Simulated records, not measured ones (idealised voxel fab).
process module | voxel transistor to metal
cross-section cut | 210 nm wide | cells 5 nm
A cross-section is a grid of square cells, given in bands from the top down. A band is one or more rows of cells.
Each band's line starts with the height of the band's top and of its bottom, in nm. Then come its materials from left to right, each with its width in nm. One material with "throughout" fills the band from edge to edge. "air" is empty space.
Height 0 is the level under which the wafer as received is all one material. The lowest band goes on downwards, as in "0 down".
A width such as "30 to 40" changes by the same amount from each row of cells to the next, from the band's top row to its bottom row.
"no change" after a step means that no cell of the cross-section changed.
closed voids: empty space of 8 cells or more with no open way to the top, each as width x height at its distance from the left edge, in nm
after a step's settings: what the simulator itself notes on the step
overlay nm, on a step with a mask: how far to the right of its planned place the mask lay; to the left if negative
plan
1 op RECEIVE | material Si
2 op OXIDIZE | depth nm 5
3 op CONFORMAL_DEP | material SiN | thk nm 10
4 op DIRECTIONAL_DEP | material aC | thk nm 10
5 op PATTERN | tone cover | mask id ACTIVE | material resist | width nm 120 | thk nm 25 | overlay nm 0
6 op DIRECTIONAL_ETCH | etch materials aC | depth nm 10
7 op STRIP | etch materials resist
8 op DIRECTIONAL_ETCH | etch materials SiN | depth nm 10
9 op DIRECTIONAL_ETCH | etch materials SiO2 | depth nm 5
10 op DIRECTIONAL_ETCH | etch materials Si | depth nm 30
11 op STRIP | etch materials aC
12 op OXIDIZE | depth nm 5
13 op FILL_DEP | material SiO2 | thk nm 5
14 op CMP | height nm 10
15 op SELECTIVE_ETCH | etch materials SiO2 | depth nm 5
16 op STRIP | etch materials SiN
17 op SELECTIVE_ETCH | etch materials SiO2 | depth nm 5
18 op OXIDIZE | depth nm 5
19 op DIRECTIONAL_DEP | material polySi | thk nm 20
20 op DIRECTIONAL_DEP | material SiCN | thk nm 10
21 op DIRECTIONAL_DEP | material aC | thk nm 10
22 op PATTERN | tone cover | mask id GATE | material resist | width nm 30 | thk nm 30 | overlay nm 0
23 op DIRECTIONAL_ETCH | etch materials aC | depth nm 10
24 op STRIP | etch materials resist
25 op DIRECTIONAL_ETCH | etch materials SiCN | depth nm 20
26 op DIRECTIONAL_ETCH | etch materials polySi | depth nm 30
27 op STRIP | etch materials aC
28 op CONFORMAL_DEP | material SiO2 | thk nm 5
29 op DIRECTIONAL_ETCH | etch materials SiO2 | depth nm 5
30 op CONFORMAL_DEP | material SiN | thk nm 10
31 op DIRECTIONAL_ETCH | etch materials SiN | depth nm 10
32 op DIRECTIONAL_ETCH | etch materials SiO2 | depth nm 5
33 op DIRECTIONAL_ETCH | etch materials Si | depth nm 5
34 op EPI | material pSi | thk nm 10
35 op FILL_DEP | material SiO2 | thk nm 10
36 op CMP | height nm 15
37 op STRIP | etch materials polySi
38 op SELECTIVE_ETCH | etch materials SiO2 | depth nm 5
39 op CONFORMAL_DEP | material HfO2 | thk nm 5
40 op CONFORMAL_DEP | material TiN | thk nm 5
41 op FILL_DEP | material W | thk nm 10
42 op CMP | height nm 10
43 op DIRECTIONAL_DEP | material SiO2 | thk nm 15
44 op DIRECTIONAL_DEP | material aC | thk nm 15
45 op PATTERN | tone open | mask id CONTACT | material resist | width nm 15 | pitch nm 85 | thk nm 35 | overlay nm 0
46 op DIRECTIONAL_ETCH | etch materials aC | depth nm 15
47 op STRIP | etch materials resist
48 op DIRECTIONAL_ETCH | etch materials SiO2 | depth nm 25
49 op STRIP | etch materials aC
50 op CONFORMAL_DEP | material TiN | thk nm 5
51 op FILL_DEP | material W | thk nm 10
52 op CMP | height nm 25
53 op CONFORMAL_DEP | material SiN | thk nm 5
54 op DIRECTIONAL_DEP | material SiO2 | thk nm 20
55 op MASKED_ETCH | tone open | mask id METAL_1 | width nm 15 | pitch nm 85 | etch materials SiO2 | depth nm 20 | overlay nm 0
56 op MASKED_ETCH | tone open | mask id METAL_1 | width nm 15 | pitch nm 85 | etch materials SiN | depth nm 5 | overlay nm 0
57 op CONFORMAL_DEP | material TiN | thk nm 5
58 op FILL_DEP | material Cu | thk nm 10
59 op CMP | height nm 50
60 op CONFORMAL_DEP | material SiCN | thk nm 5
61 op DIRECTIONAL_DEP | material SiO2 | thk nm 25
62 op DIRECTIONAL_DEP | material aC | thk nm 10
63 op PATTERN | tone open | mask id METAL_2 | material resist | width nm 15 | pitch nm 85 | thk nm 30 | overlay nm 0
64 op DIRECTIONAL_ETCH | etch materials aC | depth nm 10
65 op STRIP | etch materials resist
66 op DIRECTIONAL_ETCH | etch materials SiO2 | depth nm 15
67 op STRIP | etch materials aC
68 op PATTERN | tone open | mask id METAL_2_HOLES | material resist | width nm 15 | pitch nm 85 | thk nm 15 | overlay nm 0
69 op DIRECTIONAL_ETCH | etch materials SiO2 | depth nm 10
70 op DIRECTIONAL_ETCH | etch materials SiCN | depth nm 5
71 op STRIP | etch materials resist
72 op CONFORMAL_DEP | material TiN | thk nm 5
73 op FILL_DEP | material Cu | thk nm 5
74 op CMP | height nm 80
75 op CONFORMAL_DEP | material SiN | thk nm 5
as received, after step 1
  0 down: Si throughout
  closed voids: none
first wafer at the end, as planned
  85 to 80: SiN throughout
  80 to 55: SiO2 55 | TiN 5 | Cu 5 | TiN 5 | SiO2 70 | TiN 5 | Cu 5 | TiN 5 | SiO2 55
  55 to 50: SiCN 55 | TiN 15 | SiCN 70 | TiN 15 | SiCN 55
  50 to 30: SiO2 55 | TiN 5 | Cu 5 | TiN 5 | SiO2 70 | TiN 5 | Cu 5 | TiN 5 | SiO2 55
  30 to 25: SiN 55 | TiN 15 | SiN 70 | TiN 15 | SiN 55
  25 to 10: SiO2 55 | TiN 5 | W 5 | TiN 5 | SiO2 70 | TiN 5 | W 5 | TiN 5 | SiO2 55
  10 to 5: SiO2 55 | TiN 5 | W 5 | TiN 5 | SiO2 5 | SiN 10 | HfO2 5 | TiN 5 | W 20 | TiN 5 | HfO2 5 | SiN 10 | SiO2 5 | TiN 5 | W 5 | TiN 5 | SiO2 55
  5 to 0: SiO2 55 | TiN 15 | SiO2 5 | SiN 10 | HfO2 5 | TiN 5 | W 20 | TiN 5 | HfO2 5 | SiN 10 | SiO2 5 | TiN 15 | SiO2 55
  0 to -5: SiO2 45 | SiN 10 | pSi 20 | SiN 10 | HfO2 5 | TiN 30 | HfO2 5 | SiN 10 | pSi 20 | SiN 10 | SiO2 45
  -5 to -10: SiO2 55 | pSi 20 | SiO2 10 | HfO2 40 | SiO2 10 | pSi 20 | SiO2 55
  -10 to -15: SiO2 50 | Si 5 | pSi 20 | Si 60 | pSi 20 | Si 5 | SiO2 50
  -15 to -40: SiO2 50 | Si 110 | SiO2 50
  -40 down: Si throughout
  closed voids: none
second wafer at the end: like start, like plan, one mistake
  85 to 80: SiN throughout
  80 to 75: TiN 60 | Cu 5 | TiN 80 | Cu 5 | TiN 60
  75 to 70: SiO2 55 | TiN 5 | Cu 5 | TiN 5 | SiO2 70 | TiN 5 | Cu 5 | TiN 5 | SiO2 55
  70 to 65: SiO2 55 | TiN 15 | SiO2 70 | TiN 15 | SiO2 55
  65 to 55: aC throughout
  55 to 50: SiCN throughout
  50 to 30: SiO2 55 | TiN 5 | Cu 5 | TiN 5 | SiO2 70 | TiN 5 | Cu 5 | TiN 5 | SiO2 55
  30 to 25: SiN 55 | TiN 15 | SiN 70 | TiN 15 | SiN 55
  25 to 10: SiO2 55 | TiN 5 | W 5 | TiN 5 | SiO2 70 | TiN 5 | W 5 | TiN 5 | SiO2 55
  10 to 5: SiO2 55 | TiN 5 | W 5 | TiN 5 | SiO2 5 | SiN 10 | HfO2 5 | TiN 5 | W 20 | TiN 5 | HfO2 5 | SiN 10 | SiO2 5 | TiN 5 | W 5 | TiN 5 | SiO2 55
  5 to 0: SiO2 55 | TiN 15 | SiO2 5 | SiN 10 | HfO2 5 | TiN 5 | W 20 | TiN 5 | HfO2 5 | SiN 10 | SiO2 5 | TiN 15 | SiO2 55
  0 to -5: SiO2 45 | SiN 10 | pSi 20 | SiN 10 | HfO2 5 | TiN 30 | HfO2 5 | SiN 10 | pSi 20 | SiN 10 | SiO2 45
  -5 to -10: SiO2 55 | pSi 20 | SiO2 10 | HfO2 40 | SiO2 10 | pSi 20 | SiO2 55
  -10 to -15: SiO2 50 | Si 5 | pSi 20 | Si 60 | pSi 20 | Si 5 | SiO2 50
  -15 to -40: SiO2 50 | Si 110 | SiO2 50
  -40 down: Si throughout
  closed voids: none
what went wrong: steps 61 and 62 were swapped
at the end the second wafer has, in cells: 6 fewer of Cu | 6 more of SiCN | 108 fewer of SiO2 | 24 more of TiN | 84 more of aC
